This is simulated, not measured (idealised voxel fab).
The process module presented herein is designated voxel ribs on slabs.
Section shown: cut. Width: 265 nm. Cell size: 5 nm, square.
Cross-section = grid of square cells, listed top down in bands; band = one or more rows. Top, bottom (nm), then materials left to right with widths (nm); lone material tagged "throughout" fills the whole band edge to edge; "empty" = empty space. The level at which height equals 0 is the one under which the wafer, as it arrives, is entirely one material. No lower edge exists for the bottom band, which continues downward and is notated as in "0 -> down". The expression "30->40" gives the width at the extremes of the band, the first number at its top row of cells and the second at its bottom row, with the width changing by equal amounts from each row to the next in between. Where a step carries "same as before", the cross-section came out of it unchanged, cell for cell. Any empty space of 8 cells or more lacking an open way to the top shows up in "Enclosed empty spaces" as width x height at distance, distance from the left edge, in nm. On a step's line, text after the settings is the simulator commenting on that step. overlay nm: right-of-plan distance of the mask on a masked step; negative values mean left-of-plan.
THE PROCESS STEPS THAT WERE PLANNED ARE LISTED BELOW
- 1: RECEIVE: material Si
- 2: DIRECTIONAL_DEP: material SiO2, thk nm 25
- 3: DIRECTIONAL_DEP: material polySi, thk nm 15
- 4: DIRECTIONAL_DEP: material aC, thk nm 15
- 5: PATTERN: tone cover, mask id RIB, material resist, width nm 20, thk nm 30, overlay nm 0
- 6: DIRECTIONAL_ETCH: etch materials aC, depth nm 15
- 7: STRIP: etch materials resist
- 8: DIRECTIONAL_ETCH: etch materials polySi, depth nm 5
- 9: STRIP: etch materials aC
- 10: DIRECTIONAL_DEP: material aC, thk nm 10
- 11: PATTERN: tone cover, mask id SLAB, material resist, width nm 50, thk nm 25, overlay nm 0
- 12: DIRECTIONAL_ETCH: etch materials aC, depth nm 10
- 13: STRIP: etch materials resist
- 14: DIRECTIONAL_ETCH: etch materials polySi, depth nm 10
- 15: STRIP: etch materials aC
- 16: FILL_DEP: material SiO2, thk nm 30
- 17: CMP: height nm 60
- 18: DIRECTIONAL_DEP: material W, thk nm 10
- 19: MASKED_ETCH: tone cover, mask id HEATER, width nm 30, etch materials W, depth nm 10, overlay nm 0
- 20: CONFORMAL_DEP: material SiO2, thk nm 10
FIRST WAFER OUT OF TWO, PROCESSED AS PLANNED
AS RECEIVED, AFTER STEP 1
0 -> down: Si throughout
Enclosed empty spaces: none
WAFER SECTION VIEW AFTER PROCESSING STEP 2
25 -> 0: SiO2 throughout
Beneath the level 0, the cross-section is identical to its previous state.
WAFER SECTION VIEW AFTER PROCESSING STEP 3
40 -> 25: polySi throughout
Beneath the level 25, the cross-section is identical to its previous state.
WAFER SECTION VIEW AFTER PROCESSING STEP 4
55 -> 40: aC throughout
Beneath the level 40, the cross-section is identical to its previous state.
WAFER SECTION VIEW AFTER PROCESSING STEP 5
85 -> 55: empty=120  resist=20  empty=125
Beneath the level 55, the cross-section is identical to its previous state.
WAFER SECTION VIEW AFTER PROCESSING STEP 6
70 -> 55: empty=120  resist=20  empty=125
55 -> 40: empty=120  aC=20  empty=125
Beneath the level 40, the cross-section is identical to its previous state.
WAFER SECTION VIEW AFTER PROCESSING STEP 7
55 -> 40: empty=120  aC=20  empty=125
Beneath the level 40, the cross-section is identical to its previous state.
WAFER SECTION VIEW AFTER PROCESSING STEP 8
55 -> 40: empty=120  aC=20  empty=125
40 -> 35: empty=120  polySi=20  empty=125
Beneath the level 35, the cross-section is identical to its previous state.
WAFER SECTION VIEW AFTER PROCESSING STEP 9
40 -> 35: empty=120  polySi=20  empty=125
Beneath the level 35, the cross-section is identical to its previous state.
WAFER SECTION VIEW AFTER PROCESSING STEP 10
50 -> 45: empty=120  aC=20  empty=125
45 -> 40: aC throughout
40 -> 35: aC=120  polySi=20  aC=125
Beneath the level 35, the cross-section is identical to its previous state.
WAFER SECTION VIEW AFTER PROCESSING STEP 11
75 -> 50: empty=105  resist=50  empty=110
50 -> 45: empty=105  resist=15  aC=20  resist=15  empty=110
Beneath the level 45, the cross-section is identical to its previous state.
WAFER SECTION VIEW AFTER PROCESSING STEP 12
65 -> 50: empty=105  resist=50  empty=110
50 -> 45: empty=105  resist=15  aC=20  resist=15  empty=110
45 -> 40: empty=105  aC=50  empty=110
40 -> 35: empty=105  aC=15  polySi=20  aC=15  empty=110
Beneath the level 35, the cross-section is identical to its previous state.
WAFER SECTION VIEW AFTER PROCESSING STEP 13
50 -> 40: empty=120->105  aC=20->50  empty=125->110
Beneath the level 40, the cross-section is identical to its previous state.
WAFER SECTION VIEW AFTER PROCESSING STEP 14
50 -> 40: empty=120->105  aC=20->50  empty=125->110
40 -> 35: empty=105  aC=15  polySi=20  aC=15  empty=110
35 -> 25: empty=105  polySi=50  empty=110
Beneath the level 25, the cross-section is identical to its previous state.
WAFER SECTION VIEW AFTER PROCESSING STEP 15
40 -> 35: empty=120  polySi=20  empty=125
Beneath the level 35, the cross-section is identical to its previous state.
WAFER SECTION VIEW AFTER PROCESSING STEP 16
70 -> 40: SiO2 throughout
40 -> 35: SiO2=120  polySi=20  SiO2=125
35 -> 25: SiO2=105  polySi=50  SiO2=110
Beneath the level 25, the cross-section is identical to its previous state.
WAFER SECTION VIEW AFTER PROCESSING STEP 17
60 -> 40: SiO2 throughout
Beneath the level 40, the cross-section is identical to its previous state.
WAFER SECTION VIEW AFTER PROCESSING STEP 18
70 -> 60: W throughout
Beneath the level 60, the cross-section is identical to its previous state.
WAFER SECTION VIEW AFTER PROCESSING STEP 19
70 -> 60: empty=115  W=30  empty=120
Beneath the level 60, the cross-section is identical to its previous state.
WAFER SECTION VIEW AFTER PROCESSING STEP 20
80 -> 70: empty=105  SiO2=50  empty=110
70 -> 60: SiO2=115  W=30  SiO2=120
Beneath the level 60, the cross-section is identical to its previous state.
OKAY, SECOND WAFER. NOTHING DIFFERENT AT THE START, NOTHING DIFFERENT IN THE PLAN, JUST ONE MISTAKE SOMEWHERE IN THE RUNNING. AS FAR AS STEP 1, COUNTING THAT STEP, IT'S THE FIRST WAFER ALL OVER AGAIN
CROSS-SECTION, SECOND WAFER, AT THE END TIME THE PLAN GIVES FOR STEP 2
15 -> 0: polySi throughout
Beneath the level 0, the cross-section is identical to its previous state.
CROSS-SECTION, SECOND WAFER, AT THE END TIME THE PLAN GIVES FOR STEP 3
40 -> 15: SiO2 throughout
Beneath the level 15, the cross-section is identical to its previous state.
CROSS-SECTION, SECOND WAFER, AT THE END TIME THE PLAN GIVES FOR STEP 4
55 -> 40: aC throughout
Beneath the level 40, the cross-section is identical to its previous state.
CROSS-SECTION, SECOND WAFER, AT THE END TIME THE PLAN GIVES FOR STEP 5
85 -> 55: empty=120  resist=20  empty=125
Beneath the level 55, the cross-section is identical to its previous state.
CROSS-SECTION, SECOND WAFER, AT THE END TIME THE PLAN GIVES FOR STEP 6
70 -> 55: empty=120  resist=20  empty=125
55 -> 40: empty=120  aC=20  empty=125
Beneath the level 40, the cross-section is identical to its previous state.
CROSS-SECTION, SECOND WAFER, AT THE END TIME THE PLAN GIVES FOR STEP 7
55 -> 40: empty=120  aC=20  empty=125
Beneath the level 40, the cross-section is identical to its previous state.
Cross-section, second wafer, at the end time the plan gives for step 8: same as before
CROSS-SECTION, SECOND WAFER, AT THE END TIME THE PLAN GIVES FOR STEP 9
40 -> 15: SiO2 throughout
Beneath the level 15, the cross-section is identical to its previous state.
CROSS-SECTION, SECOND WAFER, AT THE END TIME THE PLAN GIVES FOR STEP 10
50 -> 40: aC throughout
Beneath the level 40, the cross-section is identical to its previous state.
CROSS-SECTION, SECOND WAFER, AT THE END TIME THE PLAN GIVES FOR STEP 11
75 -> 50: empty=105  resist=50  empty=110
Beneath the level 50, the cross-section is identical to its previous state.
CROSS-SECTION, SECOND WAFER, AT THE END TIME THE PLAN GIVES FOR STEP 12
65 -> 50: empty=105  resist=50  empty=110
50 -> 40: empty=105  aC=50  empty=110
Beneath the level 40, the cross-section is identical to its previous state.
CROSS-SECTION, SECOND WAFER, AT THE END TIME THE PLAN GIVES FOR STEP 13
50 -> 40: empty=105  aC=50  empty=110
Beneath the level 40, the cross-section is identical to its previous state.
Cross-section, second wafer, at the end time the plan gives for step 14: same as before
CROSS-SECTION, SECOND WAFER, AT THE END TIME THE PLAN GIVES FOR STEP 15
40 -> 15: SiO2 throughout
Beneath the level 15, the cross-section is identical to its previous state.
CROSS-SECTION, SECOND WAFER, AT THE END TIME THE PLAN GIVES FOR STEP 16
70 -> 15: SiO2 throughout
Beneath the level 15, the cross-section is identical to its previous state.
CROSS-SECTION, SECOND WAFER, AT THE END TIME THE PLAN GIVES FOR STEP 17
60 -> 15: SiO2 throughout
Beneath the level 15, the cross-section is identical to its previous state.
CROSS-SECTION, SECOND WAFER, AT THE END TIME THE PLAN GIVES FOR STEP 18
70 -> 60: W throughout
Beneath the level 60, the cross-section is identical to its previous state.
CROSS-SECTION, SECOND WAFER, AT THE END TIME THE PLAN GIVES FOR STEP 19
70 -> 60: empty=115  W=30  empty=120
Beneath the level 60, the cross-section is identical to its previous state.
CROSS-SECTION, SECOND WAFER, AT THE END TIME THE PLAN GIVES FOR STEP 20
80 -> 70: empty=105  SiO2=50  empty=110
70 -> 60: SiO2=115  W=30  SiO2=120
Beneath the level 60, the cross-section is identical to its previous state.
In executing the process, a mistake was made relative to the plan: so 2 and 3 got swapped relative to the plan, each ran where the other was supposed to
At the finish, the second wafer shows more or fewer cells for some materials than the first does: SiO2 -135 | polySi +135
